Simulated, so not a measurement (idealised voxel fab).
process module | voxel local oxidation
cross-section cut | 185 nm wide | cells 5 nm
A cross-section is a grid of square cells, given in bands from the top down. A band is one or more rows of cells.
Each band's line starts with the height of the band's top and of its bottom, in nm. Then come its materials from left to right, each with its width in nm. One material with "throughout" fills the band from edge to edge. "air" is empty space.
Height 0 is the level under which the wafer as received is all one material. The lowest band goes on downwards, as in "0 down".
A width such as "30 to 40" changes by the same amount from each row of cells to the next, from the band's top row to its bottom row.
"no change" after a step means that no cell of the cross-section changed.
closed voids: empty space of 8 cells or more with no open way to the top, each as width x height at its distance from the left edge, in nm
after a step's settings: what the simulator itself notes on the step
overlay nm, on a step with a mask: how far to the right of its planned place the mask lay; to the left if negative
plan
1 op RECEIVE | material Si
2 op OXIDIZE | depth nm 5
3 op CONFORMAL_DEP | material SiN | thk nm 15
4 op DIRECTIONAL_DEP | material aC | thk nm 15
5 op PATTERN | tone cover | mask id ACTIVE | material resist | width nm 80 | thk nm 35 | overlay nm 0
6 op DIRECTIONAL_ETCH | etch materials aC | depth nm 15
7 op STRIP | etch materials resist
8 op DIRECTIONAL_ETCH | etch materials SiN | depth nm 15
9 op STRIP | etch materials aC
10 op SELECTIVE_ETCH | etch materials SiO2 | depth nm 5
11 op OXIDIZE | depth nm 15
12 op STRIP | etch materials SiN
varied across the wafers: width nm of step 5. The plan shows the first wafer's value. All wafers start alike
first wafer as received, after step 1
  0 down: Si throughout
  closed voids: none
each wafer at the end: cells of each material gained (+) or lost (-) since it was received, then its closed voids
width nm 80 | -124 Si | +101 SiO2 | closed voids: none
width nm 85 | -121 Si | +99 SiO2 | closed voids: none
width nm 90 | -118 Si | +97 SiO2 | closed voids: none
width nm 95 | -115 Si | +95 SiO2 | closed voids: none
width nm 100 | -112 Si | +93 SiO2 | closed voids: none
width nm 105 | -109 Si | +91 SiO2 | closed voids: none
